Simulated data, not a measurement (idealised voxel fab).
process module | voxel self aligned contacts
cross-section cut | 290 nm wide | cells 5 nm
A cross-section is a grid of square cells, given in bands from the top down. A band is one or more rows of cells.
Each band's line starts with the height of the band's top and of its bottom, in nm. Then come its materials from left to right, each with its width in nm. One material with "throughout" fills the band from edge to edge. "air" is empty space.
Height 0 is the level under which the wafer as received is all one material. The lowest band goes on downwards, as in "0 down".
A width such as "30 to 40" changes by the same amount from each row of cells to the next, from the band's top row to its bottom row.
"no change" after a step means that no cell of the cross-section changed.
closed voids: empty space of 8 cells or more with no open way to the top, each as width x height at its distance from the left edge, in nm
after a step's settings: what the simulator itself notes on the step
overlay nm, on a step with a mask: how far to the right of its planned place the mask lay; to the left if negative
plan
1 op RECEIVE | material Si
2 op OXIDIZE | depth nm 5
3 op DIRECTIONAL_DEP | material polySi | thk nm 25
4 op DIRECTIONAL_DEP | material SiN | thk nm 20
5 op DIRECTIONAL_DEP | material aC | thk nm 10
6 op PATTERN | tone cover | mask id GATE | material resist | width nm 25 | pitch nm 60 | thk nm 25 | overlay nm 0
7 op DIRECTIONAL_ETCH | etch materials aC | depth nm 10
8 op STRIP | etch materials resist
9 op DIRECTIONAL_ETCH | etch materials SiN | depth nm 20
10 op DIRECTIONAL_ETCH | etch materials polySi | depth nm 25
11 op STRIP | etch materials aC
12 op CONFORMAL_DEP | material SiN | thk nm 10
13 op DIRECTIONAL_ETCH | etch materials SiN | depth nm 10
14 op FILL_DEP | material SiO2 | thk nm 20
15 op CMP | height nm 55
16 op MASKED_ETCH | tone open | mask id CONTACT | width nm 45 | etch materials SiO2 | depth nm 60 | overlay nm 0
17 op CONFORMAL_DEP | material TiN | thk nm 5
18 op FILL_DEP | material Ru | thk nm 10
19 op CMP | height nm 55
20 op CONFORMAL_DEP | material SiN | thk nm 5
first wafer, as planned
as received, after step 1
  0 down: Si throughout
  closed voids: none
after step 2
  0 to -5: SiO2 throughout
  below -5: unchanged
after step 3
  25 to 0: polySi throughout
  below 0: unchanged
after step 4
  45 to 25: SiN throughout
  below 25: unchanged
after step 5
  55 to 45: aC throughout
  below 45: unchanged
after step 6
  80 to 55: air 100 | resist 25 | air 35 | resist 25 | air 105
  below 55: unchanged
after step 7
  70 to 55: air 100 | resist 25 | air 35 | resist 25 | air 105
  55 to 45: air 100 | aC 25 | air 35 | aC 25 | air 105
  below 45: unchanged
after step 8
  55 to 45: air 100 | aC 25 | air 35 | aC 25 | air 105
  below 45: unchanged
after step 9
  55 to 45: air 100 | aC 25 | air 35 | aC 25 | air 105
  45 to 25: air 100 | SiN 25 | air 35 | SiN 25 | air 105
  below 25: unchanged
after step 10
  55 to 45: air 100 | aC 25 | air 35 | aC 25 | air 105
  45 to 25: air 100 | SiN 25 | air 35 | SiN 25 | air 105
  25 to 0: air 100 | polySi 25 | air 35 | polySi 25 | air 105
  below 0: unchanged
after step 11
  45 to 25: air 100 | SiN 25 | air 35 | SiN 25 | air 105
  below 25: unchanged
after step 12
  55 to 25: air 90 | SiN 45 | air 15 | SiN 45 | air 95
  25 to 10: air 90 | SiN 10 | polySi 25 | SiN 10 | air 15 | SiN 10 | polySi 25 | SiN 10 | air 95
  10 to 0: SiN 100 | polySi 25 | SiN 35 | polySi 25 | SiN 105
  below 0: unchanged
after step 13
  45 to 25: air 90 | SiN 45 | air 15 | SiN 45 | air 95
  25 to 0: air 90 | SiN 10 | polySi 25 | SiN 10 | air 15 | SiN 10 | polySi 25 | SiN 10 | air 95
  below 0: unchanged
after step 14
  65 to 45: SiO2 throughout
  45 to 25: SiO2 90 | SiN 45 | SiO2 15 | SiN 45 | SiO2 95
  25 to 0: SiO2 90 | SiN 10 | polySi 25 | SiN 10 | SiO2 15 | SiN 10 | polySi 25 | SiN 10 | SiO2 95
  below 0: unchanged
after step 15
  55 to 45: SiO2 throughout
  below 45: unchanged
after step 16
  55 to 45: SiO2 120 | air 45 | SiO2 125
  45 to 25: SiO2 90 | SiN 45 | air 15 | SiN 45 | SiO2 95
  25 to 0: SiO2 90 | SiN 10 | polySi 25 | SiN 10 | air 15 | SiN 10 | polySi 25 | SiN 10 | SiO2 95
  0 to -5: SiO2 135 | air 15 | SiO2 140
  below -5: unchanged
after step 17
  60 to 55: TiN 125 | air 35 | TiN 130
  55 to 45: SiO2 120 | TiN 5 to 20 | air 35 to 5 | TiN 5 to 20 | SiO2 125
  45 to 25: SiO2 90 | SiN 45 | TiN 5 | air 5 | TiN 5 | SiN 45 | SiO2 95
  25 to 0: SiO2 90 | SiN 10 | polySi 25 | SiN 10 | TiN 5 | air 5 | TiN 5 | SiN 10 | polySi 25 | SiN 10 | SiO2 95
  0 to -5: SiO2 135 | TiN 15 | SiO2 140
  below -5: unchanged
after step 18
  70 to 60: Ru throughout
  60 to 55: TiN 125 | Ru 35 | TiN 130
  55 to 45: SiO2 120 | TiN 5 to 20 | Ru 35 to 5 | TiN 5 to 20 | SiO2 125
  45 to 25: SiO2 90 | SiN 45 | TiN 5 | Ru 5 | TiN 5 | SiN 45 | SiO2 95
  25 to 0: SiO2 90 | SiN 10 | polySi 25 | SiN 10 | TiN 5 | Ru 5 | TiN 5 | SiN 10 | polySi 25 | SiN 10 | SiO2 95
  below 0: unchanged
after step 19
  55 to 45: SiO2 120 | TiN 5 to 20 | Ru 35 to 5 | TiN 5 to 20 | SiO2 125
  below 45: unchanged
after step 20
  60 to 55: SiN throughout
  below 55: unchanged
second wafer: like start, like plan, one mistake. Through step 2 it matches the first wafer
when step 3 should have ended
  25 to 0: Ru throughout
  below 0: unchanged
when step 4 should have ended
  45 to 25: SiN throughout
  below 25: unchanged
when step 5 should have ended
  55 to 45: aC throughout
  below 45: unchanged
when step 6 should have ended
  80 to 55: air 100 | resist 25 | air 35 | resist 25 | air 105
  below 55: unchanged
when step 7 should have ended
  70 to 55: air 100 | resist 25 | air 35 | resist 25 | air 105
  55 to 45: air 100 | aC 25 | air 35 | aC 25 | air 105
  below 45: unchanged
when step 8 should have ended
  55 to 45: air 100 | aC 25 | air 35 | aC 25 | air 105
  below 45: unchanged
when step 9 should have ended
  55 to 45: air 100 | aC 25 | air 35 | aC 25 | air 105
  45 to 25: air 100 | SiN 25 | air 35 | SiN 25 | air 105
  below 25: unchanged
when step 10 should have ended: no change
when step 11 should have ended
  45 to 25: air 100 | SiN 25 | air 35 | SiN 25 | air 105
  below 25: unchanged
when step 12 should have ended
  55 to 35: air 90 | SiN 45 | air 15 | SiN 45 | air 95
  35 to 25: SiN throughout
  below 25: unchanged
when step 13 should have ended
  45 to 25: air 90 | SiN 45 | air 15 | SiN 45 | air 95
  below 25: unchanged
when step 14 should have ended
  65 to 45: SiO2 throughout
  45 to 25: SiO2 90 | SiN 45 | SiO2 15 | SiN 45 | SiO2 95
  below 25: unchanged
when step 15 should have ended
  55 to 45: SiO2 throughout
  below 45: unchanged
when step 16 should have ended
  55 to 45: SiO2 120 | air 45 | SiO2 125
  45 to 25: SiO2 90 | SiN 45 | air 15 | SiN 45 | SiO2 95
  below 25: unchanged
when step 17 should have ended
  60 to 55: TiN 125 | air 35 | TiN 130
  55 to 45: SiO2 120 | TiN 5 to 20 | air 35 to 5 | TiN 5 to 20 | SiO2 125
  45 to 30: SiO2 90 | SiN 45 | TiN 5 | air 5 | TiN 5 | SiN 45 | SiO2 95
  30 to 25: SiO2 90 | SiN 45 | TiN 15 | SiN 45 | SiO2 95
  below 25: unchanged
when step 18 should have ended
  70 to 60: Ru throughout
  60 to 55: TiN 125 | Ru 35 | TiN 130
  55 to 45: SiO2 120 | TiN 5 to 20 | Ru 35 to 5 | TiN 5 to 20 | SiO2 125
  45 to 30: SiO2 90 | SiN 45 | TiN 5 | Ru 5 | TiN 5 | SiN 45 | SiO2 95
  below 30: unchanged
when step 19 should have ended
  55 to 45: SiO2 120 | TiN 5 to 20 | Ru 35 to 5 | TiN 5 to 20 | SiO2 125
  below 45: unchanged
when step 20 should have ended
  60 to 55: SiN throughout
  below 55: unchanged
what went wrong: step 3 ran as: op DIRECTIONAL_DEP | material Ru | thk nm 25
at the end the second wafer has, in cells: 284 more of Ru | 40 fewer of SiN | 182 fewer of SiO2 | 12 fewer of TiN | 50 fewer of polySi
